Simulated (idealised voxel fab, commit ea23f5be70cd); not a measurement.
The process module presented herein is designated voxel transistor to metal.
Pictured: cross-section cut, 285 nm wide, on a grid of 5 nm square cells.
We lay out every cross-section as a grid of square cells and spell it out in bands from the top down, where one band means one or more rows of cells. Top, bottom (nm), then materials left to right with widths (nm); lone material tagged "throughout" fills the whole band edge to edge; "blank" = empty space. Heights are measured from 0, the level below which the as-received wafer is all one material; the lowest band has no bottom and continues downward, written as in "0 -> down". Graded width ("30..40"): value in top row of band = first number; value in bottom row = second number; row-to-row change constant. What does "left unchanged" mean for a step? It means no cell of the cross-section changed in that step. Under "Enclosed cavity list" you'll find the enclosed gaps, the ones with no way out to the top, that are 8 cells or bigger; each reads width x height at distance, with distance counted from the left edge, everything in nm. It should be noted that, on the line of a given step, the content following the step's settings is a remark produced by the simulator itself with respect to that step. What "overlay nm" on a step's line means: if the step has a mask, that mask lay this far to the right of its planned place, or, when the value is negative, to the left.
**List of planned process steps**
1: RECEIVE, material Si
2: CONFORMAL_DEP, material SiO2, thk nm 5
3: CONFORMAL_DEP, material SiN, thk nm 15
4: PATTERN, tone cover, mask id ACTIVE, material resist, width nm 110, pitch nm 140, thk nm 15, overlay nm 0
5: DIRECTIONAL_ETCH, etch materials SiN, depth nm 15
6: DIRECTIONAL_ETCH, etch materials SiO2, depth nm 5
7: DIRECTIONAL_ETCH, etch materials Si, depth nm 25
8: STRIP, etch materials resist
9: FILL_DEP, material SiO2, thk nm 15
10: CMP, height nm 20
11: SELECTIVE_ETCH, etch materials SiO2, depth nm 10
12: STRIP, etch materials SiN
13: SELECTIVE_ETCH, etch materials SiO2, depth nm 5
14: OXIDIZE, depth nm 5
15: DIRECTIONAL_DEP, material polySi, thk nm 20
16: DIRECTIONAL_DEP, material SiCN, thk nm 15
17: MASKED_ETCH, tone cover, mask id GATE, width nm 20, pitch nm 140, etch materials SiCN, depth nm 25, overlay nm 0
18: MASKED_ETCH, tone cover, mask id GATE, width nm 20, pitch nm 140, etch materials polySi, depth nm 30, overlay nm 0
19: CONFORMAL_DEP, material SiN, thk nm 10
20: DIRECTIONAL_ETCH, etch materials SiN, depth nm 10
21: DIRECTIONAL_ETCH, etch materials SiO2, depth nm 5
22: DIRECTIONAL_ETCH, etch materials Si, depth nm 5
23: EPI, material nSi, thk nm 10
24: FILL_DEP, material SiO2, thk nm 5
25: CMP, height nm 35
26: DIRECTIONAL_DEP, material SiO2, thk nm 15
27: DIRECTIONAL_DEP, material aC, thk nm 15
28: PATTERN, tone open, mask id CONTACT, material resist, width nm 20, pitch nm 70, thk nm 30, overlay nm 0
29: DIRECTIONAL_ETCH, etch materials aC, depth nm 15
30: STRIP, etch materials resist
31: DIRECTIONAL_ETCH, etch materials SiO2, depth nm 50
32: STRIP, etch materials aC
33: CONFORMAL_DEP, material TiN, thk nm 5
34: FILL_DEP, material Ru, thk nm 5
35: CMP, height nm 50
36: DIRECTIONAL_DEP, material TiN, thk nm 5
37: DIRECTIONAL_DEP, material W, thk nm 25
38: PATTERN, tone cover, mask id METAL_1, material resist, width nm 20, pitch nm 70, thk nm 20, overlay nm 0
39: DIRECTIONAL_ETCH, etch materials W, depth nm 25
40: DIRECTIONAL_ETCH, etch materials TiN, depth nm 5
41: STRIP, etch materials resist
42: CONFORMAL_DEP, material SiN, thk nm 5
43: FILL_DEP, material lowk, thk nm 5
44: CMP, height nm 80
45: CONFORMAL_DEP, material SiCN, thk nm 5
**As-received state of the wafer in cross-section, equivalent to post-step 1**
0 -> down  Si throughout
Enclosed cavity list: none
**First of two wafers at the end of the module, shown in cross-section; run carried out as planned**
85 -> 80  SiCN throughout
80 -> 55  lowk 20  SiN 5  W 20  SiN 5  lowk 40  SiN 5  W 20  SiN 5  lowk 40  SiN 5  W 20  SiN 5  lowk 40  SiN 5  W 20  SiN 5  lowk 25
55 -> 50  SiN 25  TiN 20  SiN 50  TiN 20  SiN 50  TiN 20  SiN 50  TiN 20  SiN 30
50 -> 35  SiO2 25  TiN 5  Ru 10  TiN 5  SiO2 50  TiN 5  Ru 10  TiN 5  SiO2 50  TiN 5  Ru 10  TiN 5  SiO2 50  TiN 5  Ru 10  TiN 5  SiO2 30
35 -> 20  SiO2 25  TiN 5  Ru 10  TiN 5  SiO2 5  SiN 10  SiCN 20  SiN 10  SiO2 5  TiN 5  Ru 10  TiN 5  SiO2 50  TiN 5  Ru 10  TiN 5  SiO2 5  SiN 10  SiCN 20  SiN 10  SiO2 5  TiN 5  Ru 10  TiN 5  SiO2 30
20 -> 10  SiO2 25  TiN 5  Ru 10  TiN 5  SiO2 5  SiN 10  polySi 20  SiN 10  SiO2 5  TiN 5  Ru 10  TiN 5  SiO2 50  TiN 5  Ru 10  TiN 5  SiO2 5  SiN 10  polySi 20  SiN 10  SiO2 5  TiN 5  Ru 10  TiN 5  SiO2 30
10 -> 5  SiO2 25  TiN 20  SiO2 5  SiN 10  polySi 20  SiN 10  SiO2 5  TiN 20  SiO2 50  TiN 20  SiO2 5  SiN 10  polySi 20  SiN 10  SiO2 5  TiN 20  SiO2 30
5 -> 0  SiO2 10  SiN 10  nSi 10  TiN 10  nSi 10  SiN 10  polySi 20  SiN 10  nSi 10  TiN 10  nSi 10  SiN 10  SiO2 20  SiN 10  nSi 10  TiN 10  nSi 10  SiN 10  polySi 20  SiN 10  nSi 10  TiN 10  nSi 10  SiN 10  SiO2 15
0 -> -5  SiO2 20  nSi 30  SiO2 40  nSi 30  SiO2 40  nSi 30  SiO2 40  nSi 30  SiO2 25
-5 -> -10  SiO2 15  Si 5  nSi 30  Si 40  nSi 30  Si 5  SiO2 30  Si 5  nSi 30  Si 40  nSi 30  Si 5  SiO2 20
-10 -> -25  SiO2 15  Si 110  SiO2 30  Si 110  SiO2 20
-25 -> down  Si throughout
Enclosed cavity list: none
**So this is wafer number two of the two, cut at the end of the module - it started where the first did and had the same plan, we just got one thing wrong running it**
85 -> 80  SiCN throughout
80 -> 55  lowk 20  SiN 5  W 20  SiN 5  lowk 40  SiN 5  W 20  SiN 5  lowk 40  SiN 5  W 20  SiN 5  lowk 40  SiN 5  W 20  SiN 5  lowk 25
55 -> 50  SiN 25  TiN 20  SiN 50  TiN 20  SiN 50  TiN 20  SiN 50  TiN 20  SiN 30
50 -> 35  SiCN throughout
35 -> 20  SiO2 50  SiN 10  SiCN 20  SiN 10  SiO2 100  SiN 10  SiCN 20  SiN 10  SiO2 55
20 -> 5  SiO2 50  SiN 10  polySi 20  SiN 10  SiO2 100  SiN 10  polySi 20  SiN 10  SiO2 55
5 -> 0  SiO2 10  SiN 10  nSi 10  SiO2 10  nSi 10  SiN 10  polySi 20  SiN 10  nSi 10  SiO2 10  nSi 10  SiN 10  SiO2 20  SiN 10  nSi 10  SiO2 10  nSi 10  SiN 10  polySi 20  SiN 10  nSi 10  SiO2 10  nSi 10  SiN 10  SiO2 15
0 -> -5  SiO2 20  nSi 30  SiO2 40  nSi 30  SiO2 40  nSi 30  SiO2 40  nSi 30  SiO2 25
-5 -> -10  SiO2 15  Si 5  nSi 30  Si 40  nSi 30  Si 5  SiO2 30  Si 5  nSi 30  Si 40  nSi 30  Si 5  SiO2 20
-10 -> -25  SiO2 15  Si 110  SiO2 30  Si 110  SiO2 20
-25 -> down  Si throughout
Enclosed cavity list: none
Finding, execution versus plan: step 26, actual vs plan mismatch, actual run DIRECTIONAL_DEP, material SiCN, thk nm 15
In the final state, the cell counts of the second wafer exceed or fall short of those of the first for the following materials: Ru -64 | SiCN +171 | SiO2 -19 | TiN -88
